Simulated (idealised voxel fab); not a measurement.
process module | voxel released beams
cross-section cut | 155 nm wide | cells 5 nm
A cross-section is a grid of square cells, given in bands from the top down. A band is one or more rows of cells.
Each band's line starts with the height of the band's top and of its bottom, in nm. Then come its materials from left to right, each with its width in nm. One material with "throughout" fills the band from edge to edge. "air" is empty space.
Height 0 is the level under which the wafer as received is all one material. The lowest band goes on downwards, as in "0 down".
A width such as "30 to 40" changes by the same amount from each row of cells to the next, from the band's top row to its bottom row.
"no change" after a step means that no cell of the cross-section changed.
closed voids: empty space of 8 cells or more with no open way to the top, each as width x height at its distance from the left edge, in nm
after a step's settings: what the simulator itself notes on the step
overlay nm, on a step with a mask: how far to the right of its planned place the mask lay; to the left if negative
plan
1 op RECEIVE | material Si
2 op CONFORMAL_DEP | material Al2O3 | thk nm 10
3 op DIRECTIONAL_DEP | material SiO2 | thk nm 10
4 op DIRECTIONAL_DEP | material aC | thk nm 15
5 op PATTERN | tone open | mask id ANCHOR | material resist | width nm 40 | thk nm 35 | overlay nm 0
6 op DIRECTIONAL_ETCH | etch materials aC | depth nm 15
7 op STRIP | etch materials resist
8 op DIRECTIONAL_ETCH | etch materials SiO2 | depth nm 10
9 op STRIP | etch materials aC
10 op CONFORMAL_DEP | material SiN | thk nm 15
11 op MASKED_ETCH | tone cover | mask id BEAM | width nm 90 | etch materials SiN | depth nm 15 | overlay nm 0
12 op STRIP | etch materials SiO2
as received, after step 1
  0 down: Si throughout
  closed voids: none
first wafer at the end, as planned
  35 to 25: air 30 | SiN 20 | air 10 | SiN 60 | air 35
  25 to 20: air 30 | SiN 90 | air 35
  20 to 10: air 35 | SiN 40 | air 80
  10 to 0: Al2O3 throughout
  0 down: Si throughout
  closed voids: none
second wafer at the end: like start, like plan, one mistake
  25 to 15: air 30 | SiN 20 | air 10 | SiN 60 | air 35
  15 to 10: air 30 | SiN 90 | air 35
  10 to 0: air 35 | SiN 40 | air 80
  0 down: Si throughout
  closed voids: none
what went wrong: step 2 was left out
at the end the second wafer has, in cells: 62 fewer of Al2O3
